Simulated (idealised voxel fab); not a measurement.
process module | voxel fin reveal
cross-section cut | 180 nm wide | cells 5 nm
A cross-section is a grid of square cells, given in bands from the top down. A band is one or more rows of cells.
Each band's line starts with the height of the band's top and of its bottom, in nm. Then come its materials from left to right, each with its width in nm. One material with "throughout" fills the band from edge to edge. "air" is empty space.
Height 0 is the level under which the wafer as received is all one material. The lowest band goes on downwards, as in "0 down".
A width such as "30 to 40" changes by the same amount from each row of cells to the next, from the band's top row to its bottom row.
"no change" after a step means that no cell of the cross-section changed.
closed voids: empty space of 8 cells or more with no open way to the top, each as width x height at its distance from the left edge, in nm
after a step's settings: what the simulator itself notes on the step
overlay nm, on a step with a mask: how far to the right of its planned place the mask lay; to the left if negative
Each pair below shows a cross-section before one step and the cross-section after it, down to the lowest band that changed. The line under each pair gives the step between them, with its settings. The pairs can come from different runs of this module on the same starting wafer, so a pair continues from the pair above only where its "before" says so.
before
  0 down: Si throughout
  closed voids: none
after
  10 to 0: SiN throughout
  below 0: unchanged
  closed voids: none
the step between: op CONFORMAL_DEP | material SiN | thk nm 10
before: the cross-section after the pair above
after
  25 to 10: aC throughout
  below 10: unchanged
  closed voids: none
the step between: op DIRECTIONAL_DEP | material aC | thk nm 15
before: the cross-section after the pair above
after
  60 to 25: air 40 | resist 15 | air 25 | resist 15 | air 25 | resist 15 | air 45
  below 25: unchanged
  closed voids: none
the step between: op PATTERN | tone cover | mask id FINS | material resist | width nm 15 | pitch nm 40 | thk nm 35 | overlay nm 0
before: the cross-section after the pair above
after
  45 to 25: air 40 | resist 15 | air 25 | resist 15 | air 25 | resist 15 | air 45
  25 to 10: air 40 | aC 15 | air 25 | aC 15 | air 25 | aC 15 | air 45
  below 10: unchanged
  closed voids: none
the step between: op DIRECTIONAL_ETCH | etch materials aC | depth nm 15
before: the cross-section after the pair above
after
  25 to 10: air 40 | aC 15 | air 25 | aC 15 | air 25 | aC 15 | air 45
  below 10: unchanged
  closed voids: none
the step between: op STRIP | etch materials resist
before: the cross-section after the pair above
after
  25 to 10: air 40 | aC 15 | air 25 | aC 15 | air 25 | aC 15 | air 45
  10 to 0: air 40 | SiN 15 | air 25 | SiN 15 | air 25 | SiN 15 | air 45
  below 0: unchanged
  closed voids: none
the step between: op DIRECTIONAL_ETCH | etch materials SiN | depth nm 10
before: the cross-section after the pair above
after
  25 to 10: air 40 | aC 15 | air 25 | aC 15 | air 25 | aC 15 | air 45
  10 to 0: air 40 | SiN 15 | air 25 | SiN 15 | air 25 | SiN 15 | air 45
  0 to -35: air 40 | Si 15 | air 25 | Si 15 | air 25 | Si 15 | air 45
  below -35: unchanged
  closed voids: none
the step between: op DIRECTIONAL_ETCH | etch materials Si | depth nm 35
before: the cross-section after the pair above
after
  10 to 0: air 40 | SiN 15 | air 25 | SiN 15 | air 25 | SiN 15 | air 45
  below 0: unchanged
  closed voids: none
the step between: op STRIP | etch materials aC
before: the cross-section after the pair above
after
  20 to 10: SiO2 throughout
  10 to 0: SiO2 40 | SiN 15 | SiO2 25 | SiN 15 | SiO2 25 | SiN 15 | SiO2 45
  0 to -35: SiO2 40 | Si 15 | SiO2 25 | Si 15 | SiO2 25 | Si 15 | SiO2 45
  below -35: unchanged
  closed voids: none
the step between: op FILL_DEP | material SiO2 | thk nm 10
before: the cross-section after the pair above
after
  10 to 0: SiO2 40 | SiN 15 | SiO2 25 | SiN 15 | SiO2 25 | SiN 15 | SiO2 45
  below 0: unchanged
  closed voids: none
the step between: op CMP | height nm 10
before: the cross-section after the pair above
after
  10 to 0: air 40 | SiN 15 | air 25 | SiN 15 | air 25 | SiN 15 | air 45
  0 to -10: air 40 | Si 15 | air 25 | Si 15 | air 25 | Si 15 | air 45
  below -10: unchanged
  closed voids: none
the step between: op SELECTIVE_ETCH | etch materials SiO2 | depth nm 20
before: the cross-section after the pair above
after
  0 to -10: air 40 | Si 15 | air 25 | Si 15 | air 25 | Si 15 | air 45
  below -10: unchanged
  closed voids: none
the step between: op STRIP | etch materials SiN
before
  45 to 25: air 40 | resist 15 | air 25 | resist 15 | air 25 | resist 15 | air 45
  25 to 10: air 40 | aC 15 | air 25 | aC 15 | air 25 | aC 15 | air 45
  10 to 0: SiN throughout
  0 down: Si throughout
  closed voids: none
after
  45 to 25: air 40 | resist 15 | air 25 | resist 15 | air 25 | resist 15 | air 45
  25 to 10: air 40 | aC 15 | air 25 | aC 15 | air 25 | aC 15 | air 45
  10 to 0: air 40 | SiN 15 | air 25 | SiN 15 | air 25 | SiN 15 | air 45
  below 0: unchanged
  closed voids: none
the step between: op DIRECTIONAL_ETCH | etch materials SiN | depth nm 10
before: the cross-section after the pair above
after
  45 to 25: air 40 | resist 15 | air 25 | resist 15 | air 25 | resist 15 | air 45
  25 to 10: air 40 | aC 15 | air 25 | aC 15 | air 25 | aC 15 | air 45
  10 to 0: air 40 | SiN 15 | air 25 | SiN 15 | air 25 | SiN 15 | air 45
  0 to -35: air 40 | Si 15 | air 25 | Si 15 | air 25 | Si 15 | air 45
  below -35: unchanged
  closed voids: none
the step between: op DIRECTIONAL_ETCH | etch materials Si | depth nm 35
before: the cross-section after the pair above
after
  10 to 0: air 40 | SiN 15 | air 25 | SiN 15 | air 25 | SiN 15 | air 45
  below 0: unchanged
  closed voids: none
the step between: op STRIP | etch materials aC
before
  10 to 0: air 40 | SiN 15 | air 25 | SiN 15 | air 25 | SiN 15 | air 45
  0 to -10: air 40 | Si 15 | air 25 | Si 15 | air 25 | Si 15 | air 45
  -10 to -35: SiO2 40 | Si 15 | SiO2 25 | Si 15 | SiO2 25 | Si 15 | SiO2 45
  -35 down: Si throughout
  closed voids: none
after
  10 to 0: air 40 | SiN 15 | air 25 | SiN 15 | air 25 | SiN 15 | air 45
  0 to -30: air 40 | Si 15 | air 25 | Si 15 | air 25 | Si 15 | air 45
  below -30: unchanged
  closed voids: none
the step between: op SELECTIVE_ETCH | etch materials SiO2 | depth nm 20
before: the cross-section after the pair above
after
  0 to -30: air 40 | Si 15 | air 25 | Si 15 | air 25 | Si 15 | air 45
  below -30: unchanged
  closed voids: none
the step between: op STRIP | etch materials SiN
before
  10 to 0: SiO2 40 | SiN 15 | SiO2 25 | SiN 15 | SiO2 25 | SiN 15 | SiO2 45
  0 to -35: SiO2 40 | Si 15 | SiO2 25 | Si 15 | SiO2 25 | Si 15 | SiO2 45
  -35 down: Si throughout
  closed voids: none
after
  10 to 0: SiO2 40 | air 15 | SiO2 25 | air 15 | SiO2 25 | air 15 | SiO2 45
  below 0: unchanged
  closed voids: none
the step between: op STRIP | etch materials SiN
before: the cross-section after the pair above
after
  0 to -10: air 40 | Si 15 | air 25 | Si 15 | air 25 | Si 15 | air 45
  -10 to -20: SiO2 20 | air 20 | Si 15 | air 25 | Si 15 | air 25 | Si 15 | air 20 | SiO2 25
  below -20: unchanged
  closed voids: none
the step between: op SELECTIVE_ETCH | etch materials SiO2 | depth nm 20
before
  25 to 10: air 40 | aC 15 | air 25 | aC 15 | air 25 | aC 15 | air 45
  10 to 0: air 40 | SiN 15 | air 25 | SiN 15 | air 25 | SiN 15 | air 45
  0 down: Si throughout
  closed voids: none
after
  25 to 10: air 40 | aC 15 | air 25 | aC 15 | air 25 | aC 15 | air 45
  10 to 0: air 40 | SiN 15 | air 25 | SiN 15 | air 25 | SiN 15 | air 45
  0 to -25: air 40 | Si 15 | air 25 | Si 15 | air 25 | Si 15 | air 45
  below -25: unchanged
  closed voids: none
the step between: op DIRECTIONAL_ETCH | etch materials Si | depth nm 25
before: the cross-section after the pair above
after
  10 to 0: air 40 | SiN 15 | air 25 | SiN 15 | air 25 | SiN 15 | air 45
  below 0: unchanged
  closed voids: none
the step between: op STRIP | etch materials aC
before: the cross-section after the pair above
after
  20 to 10: SiO2 throughout
  10 to 0: SiO2 40 | SiN 15 | SiO2 25 | SiN 15 | SiO2 25 | SiN 15 | SiO2 45
  0 to -25: SiO2 40 | Si 15 | SiO2 25 | Si 15 | SiO2 25 | Si 15 | SiO2 45
  below -25: unchanged
  closed voids: none
the step between: op FILL_DEP | material SiO2 | thk nm 10
before: the cross-section after the pair above
after
  10 to 0: SiO2 40 | SiN 15 | SiO2 25 | SiN 15 | SiO2 25 | SiN 15 | SiO2 45
  below 0: unchanged
  closed voids: none
the step between: op CMP | height nm 10
before: the cross-section after the pair above
after
  10 to 0: air 40 | SiN 15 | air 25 | SiN 15 | air 25 | SiN 15 | air 45
  0 to -10: air 40 | Si 15 | air 25 | Si 15 | air 25 | Si 15 | air 45
  below -10: unchanged
  closed voids: none
the step between: op SELECTIVE_ETCH | etch materials SiO2 | depth nm 20
before: the cross-section after the pair above
after
  0 to -10: air 40 | Si 15 | air 25 | Si 15 | air 25 | Si 15 | air 45
  below -10: unchanged
  closed voids: none
the step between: op STRIP | etch materials SiN
before
  25 to 10: aC throughout
  10 to 0: SiN throughout
  0 down: Si throughout
  closed voids: none
after
  60 to 25: air 35 | resist 25 | air 15 | resist 25 | air 15 | resist 25 | air 40
  below 25: unchanged
  closed voids: none
the step between: op PATTERN | tone cover | mask id FINS | material resist | width nm 25 | pitch nm 40 | thk nm 35 | overlay nm 0
before: the cross-section after the pair above
after
  45 to 25: air 35 | resist 25 | air 15 | resist 25 | air 15 | resist 25 | air 40
  25 to 10: air 35 | aC 25 | air 15 | aC 25 | air 15 | aC 25 | air 40
  below 10: unchanged
  closed voids: none
the step between: op DIRECTIONAL_ETCH | etch materials aC | depth nm 15
before: the cross-section after the pair above
after
  25 to 10: air 35 | aC 25 | air 15 | aC 25 | air 15 | aC 25 | air 40
  below 10: unchanged
  closed voids: none
the step between: op STRIP | etch materials resist
before: the cross-section after the pair above
after
  25 to 10: air 35 | aC 25 | air 15 | aC 25 | air 15 | aC 25 | air 40
  10 to 0: air 35 | SiN 25 | air 15 | SiN 25 | air 15 | SiN 25 | air 40
  below 0: unchanged
  closed voids: none
the step between: op DIRECTIONAL_ETCH | etch materials SiN | depth nm 10
before: the cross-section after the pair above
after
  25 to 10: air 35 | aC 25 | air 15 | aC 25 | air 15 | aC 25 | air 40
  10 to 0: air 35 | SiN 25 | air 15 | SiN 25 | air 15 | SiN 25 | air 40
  0 to -35: air 35 | Si 25 | air 15 | Si 25 | air 15 | Si 25 | air 40
  below -35: unchanged
  closed voids: none
the step between: op DIRECTIONAL_ETCH | etch materials Si | depth nm 35
before: the cross-section after the pair above
after
  10 to 0: air 35 | SiN 25 | air 15 | SiN 25 | air 15 | SiN 25 | air 40
  below 0: unchanged
  closed voids: none
the step between: op STRIP | etch materials aC
before: the cross-section after the pair above
after
  20 to 10: SiO2 throughout
  10 to 0: SiO2 35 | SiN 25 | SiO2 15 | SiN 25 | SiO2 15 | SiN 25 | SiO2 40
  0 to -35: SiO2 35 | Si 25 | SiO2 15 | Si 25 | SiO2 15 | Si 25 | SiO2 40
  below -35: unchanged
  closed voids: none
the step between: op FILL_DEP | material SiO2 | thk nm 10
before: the cross-section after the pair above
after
  10 to 0: SiO2 35 | SiN 25 | SiO2 15 | SiN 25 | SiO2 15 | SiN 25 | SiO2 40
  below 0: unchanged
  closed voids: none
the step between: op CMP | height nm 10
before: the cross-section after the pair above
after
  10 to 0: air 35 | SiN 25 | air 15 | SiN 25 | air 15 | SiN 25 | air 40
  0 to -10: air 35 | Si 25 | air 15 | Si 25 | air 15 | Si 25 | air 40
  below -10: unchanged
  closed voids: none
the step between: op SELECTIVE_ETCH | etch materials SiO2 | depth nm 20
before: the cross-section after the pair above
after
  0 to -10: air 35 | Si 25 | air 15 | Si 25 | air 15 | Si 25 | air 40
  below -10: unchanged
  closed voids: none
the step between: op STRIP | etch materials SiN
before
  25 to 10: aC throughout
  10 to 0: SiN throughout
  0 down: Si throughout
  closed voids: none
after
  60 to 25: air 35 | resist 15 | air 25 | resist 15 | air 25 | resist 15 | air 50
  below 25: unchanged
  closed voids: none
the step between: op PATTERN | tone cover | mask id FINS | material resist | width nm 15 | pitch nm 40 | thk nm 35 | overlay nm -5
before: the cross-section after the pair above
after
  45 to 25: air 35 | resist 15 | air 25 | resist 15 | air 25 | resist 15 | air 50
  25 to 10: air 35 | aC 15 | air 25 | aC 15 | air 25 | aC 15 | air 50
  below 10: unchanged
  closed voids: none
the step between: op DIRECTIONAL_ETCH | etch materials aC | depth nm 15
before: the cross-section after the pair above
after
  25 to 10: air 35 | aC 15 | air 25 | aC 15 | air 25 | aC 15 | air 50
  below 10: unchanged
  closed voids: none
the step between: op STRIP | etch materials resist
before: the cross-section after the pair above
after
  25 to 10: air 35 | aC 15 | air 25 | aC 15 | air 25 | aC 15 | air 50
  10 to 0: air 35 | SiN 15 | air 25 | SiN 15 | air 25 | SiN 15 | air 50
  below 0: unchanged
  closed voids: none
the step between: op DIRECTIONAL_ETCH | etch materials SiN | depth nm 10
before: the cross-section after the pair above
after
  25 to 10: air 35 | aC 15 | air 25 | aC 15 | air 25 | aC 15 | air 50
  10 to 0: air 35 | SiN 15 | air 25 | SiN 15 | air 25 | SiN 15 | air 50
  0 to -35: air 35 | Si 15 | air 25 | Si 15 | air 25 | Si 15 | air 50
  below -35: unchanged
  closed voids: none
the step between: op DIRECTIONAL_ETCH | etch materials Si | depth nm 35
before: the cross-section after the pair above
after
  10 to 0: air 35 | SiN 15 | air 25 | SiN 15 | air 25 | SiN 15 | air 50
  below 0: unchanged
  closed voids: none
the step between: op STRIP | etch materials aC
before: the cross-section after the pair above
after
  20 to 10: SiO2 throughout
  10 to 0: SiO2 35 | SiN 15 | SiO2 25 | SiN 15 | SiO2 25 | SiN 15 | SiO2 50
  0 to -35: SiO2 35 | Si 15 | SiO2 25 | Si 15 | SiO2 25 | Si 15 | SiO2 50
  below -35: unchanged
  closed voids: none
the step between: op FILL_DEP | material SiO2 | thk nm 10
before: the cross-section after the pair above
after
  10 to 0: SiO2 35 | SiN 15 | SiO2 25 | SiN 15 | SiO2 25 | SiN 15 | SiO2 50
  below 0: unchanged
  closed voids: none
the step between: op CMP | height nm 10
before: the cross-section after the pair above
after
  10 to 0: air 35 | SiN 15 | air 25 | SiN 15 | air 25 | SiN 15 | air 50
  0 to -10: air 35 | Si 15 | air 25 | Si 15 | air 25 | Si 15 | air 50
  below -10: unchanged
  closed voids: none
the step between: op SELECTIVE_ETCH | etch materials SiO2 | depth nm 20
before: the cross-section after the pair above
after
  0 to -10: air 35 | Si 15 | air 25 | Si 15 | air 25 | Si 15 | air 50
  below -10: unchanged
  closed voids: none
the step between: op STRIP | etch materials SiN
before
  10 to 0: air 40 | SiN 15 | air 25 | SiN 15 | air 25 | SiN 15 | air 45
  0 to -35: air 40 | Si 15 | air 25 | Si 15 | air 25 | Si 15 | air 45
  -35 down: Si throughout
  closed voids: none
after
  20 to 0: SiN throughout
  0 to -35: SiN 40 | Si 15 | SiN 25 | Si 15 | SiN 25 | Si 15 | SiN 45
  below -35: unchanged
  closed voids: none
the step between: op FILL_DEP | material SiN | thk nm 10
before: the cross-section after the pair above
after
  10 to 0: SiN throughout
  below 0: unchanged
  closed voids: none
the step between: op CMP | height nm 10
before: the cross-section after the pair above
after
  0 to -35: air 40 | Si 15 | air 25 | Si 15 | air 25 | Si 15 | air 45
  below -35: unchanged
  closed voids: none
the step between: op STRIP | etch materials SiN
before
  25 to 10: aC throughout
  10 to 0: SiN throughout
  0 down: Si throughout
  closed voids: none
after
  60 to 25: resist 40 | air 15 | resist 25 | air 15 | resist 25 | air 15 | resist 45
  below 25: unchanged
  closed voids: none
the step between: op PATTERN | tone open | mask id FINS | material resist | width nm 15 | pitch nm 40 | thk nm 35 | overlay nm 0
before: the cross-section after the pair above
after
  45 to 25: resist 40 | air 15 | resist 25 | air 15 | resist 25 | air 15 | resist 45
  25 to 10: aC 40 | air 15 | aC 25 | air 15 | aC 25 | air 15 | aC 45
  below 10: unchanged
  closed voids: none
the step between: op DIRECTIONAL_ETCH | etch materials aC | depth nm 15
before: the cross-section after the pair above
after
  25 to 10: aC 40 | air 15 | aC 25 | air 15 | aC 25 | air 15 | aC 45
  below 10: unchanged
  closed voids: none
the step between: op STRIP | etch materials resist
before: the cross-section after the pair above
after
  25 to 10: aC 40 | air 15 | aC 25 | air 15 | aC 25 | air 15 | aC 45
  10 to 0: SiN 40 | air 15 | SiN 25 | air 15 | SiN 25 | air 15 | SiN 45
  below 0: unchanged
  closed voids: none
the step between: op DIRECTIONAL_ETCH | etch materials SiN | depth nm 10
before: the cross-section after the pair above
after
  25 to 10: aC 40 | air 15 | aC 25 | air 15 | aC 25 | air 15 | aC 45
  10 to 0: SiN 40 | air 15 | SiN 25 | air 15 | SiN 25 | air 15 | SiN 45
  0 to -35: Si 40 | air 15 | Si 25 | air 15 | Si 25 | air 15 | Si 45
  below -35: unchanged
  closed voids: none
the step between: op DIRECTIONAL_ETCH | etch materials Si | depth nm 35
before: the cross-section after the pair above
after
  10 to 0: SiN 40 | air 15 | SiN 25 | air 15 | SiN 25 | air 15 | SiN 45
  below 0: unchanged
  closed voids: none
the step between: op STRIP | etch materials aC
before: the cross-section after the pair above
after
  20 to 10: SiO2 throughout
  10 to 0: SiN 40 | SiO2 15 | SiN 25 | SiO2 15 | SiN 25 | SiO2 15 | SiN 45
  0 to -35: Si 40 | SiO2 15 | Si 25 | SiO2 15 | Si 25 | SiO2 15 | Si 45
  below -35: unchanged
  closed voids: none
the step between: op FILL_DEP | material SiO2 | thk nm 10
before: the cross-section after the pair above
after
  10 to 0: SiN 40 | SiO2 15 | SiN 25 | SiO2 15 | SiN 25 | SiO2 15 | SiN 45
  below 0: unchanged
  closed voids: none
the step between: op CMP | height nm 10
before: the cross-section after the pair above
after
  10 to 0: SiN 40 | air 15 | SiN 25 | air 15 | SiN 25 | air 15 | SiN 45
  0 to -10: Si 40 | air 15 | Si 25 | air 15 | Si 25 | air 15 | Si 45
  below -10: unchanged
  closed voids: none
the step between: op SELECTIVE_ETCH | etch materials SiO2 | depth nm 20
before: the cross-section after the pair above
after
  0 to -10: Si 40 | air 15 | Si 25 | air 15 | Si 25 | air 15 | Si 45
  below -10: unchanged
  closed voids: none
the step between: op STRIP | etch materials SiN
